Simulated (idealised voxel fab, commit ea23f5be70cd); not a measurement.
The following process module bears the name voxel lift off.
Displayed cross-section: cut, width of 210 nm, square cells sized 5 nm.
Cross-sections here: square-cell grids, written as top-down lists of bands, a band being one or more rows of cells. Top, bottom (nm), then materials left to right with widths (nm); lone material tagged "edge to edge" fills the whole band edge to edge; "empty" = empty space. Ref level 0: as-received wafer is one material below here. Bottom band extends down with no lower bound ("from 0 down"). Note: "30..40" means the width goes from the first number (top row of the band) to the second number (bottom row) in equal steps per row of cells. "changes: none" -> step changed no cross-section cell. In "Cavities, sealed" the enclosed voids are listed, meaning empty spaces of 8 cells or larger without any opening to the top. The form is width x height at distance, distance from the left edge, units nm. If you see something after the settings on a step's line, that's the simulator's own remark about that step. "overlay nm", when on a step's line for a step with a mask, measures how far to the right of its planned place the mask lay; a negative measure means to the left.

LIST OF PLANNED PROCESS STEPS
1 RECEIVE, material Si
2 CONFORMAL_DEP, material SiO2, thk nm 10
3 PATTERN, tone open, mask id LINES, material resist, width nm 20, pitch nm 35, thk nm 20, overlay nm -15
4 DIRECTIONAL_DEP, material Ru, thk nm 10
5 STRIP, etch materials resist
6 CONFORMAL_DEP, material SiN, thk nm 5
varied across the wafers: overlay nm of step 3. The plan shows the first wafer's value. All wafers start alike

INCOMING STATE OF THE FIRST OF SEVERAL WAFERS IN CROSS-SECTION: AFTER STEP 1
	from 0 down = Si edge to edge
	Cavities, sealed: none

TABULATED BELOW, WAFER BY WAFER, ARE THE END-OF-MODULE RESULTS: FOR EACH MATERIAL, THE NUMBER OF CELLS GAINED (+) OR LOST (-) RELATIVE TO THE AS-RECEIVED STATE, FOLLOWED BY THE CLOSED VOIDS
overlay nm -15; +16 Ru; +50 SiN; +84 SiO2; Cavities, sealed: none
overlay nm -10; +16 Ru; +50 SiN; +84 SiO2; Cavities, sealed: none
overlay nm -5; +16 Ru; +50 SiN; +84 SiO2; Cavities, sealed: none
overlay nm 0; +16 Ru; +50 SiN; +84 SiO2; Cavities, sealed: none
overlay nm 5; +16 Ru; +50 SiN; +84 SiO2; Cavities, sealed: none
overlay nm 10; +16 Ru; +50 SiN; +84 SiO2; Cavities, sealed: none
overlay nm 15; +16 Ru; +50 SiN; +84 SiO2; Cavities, sealed: none
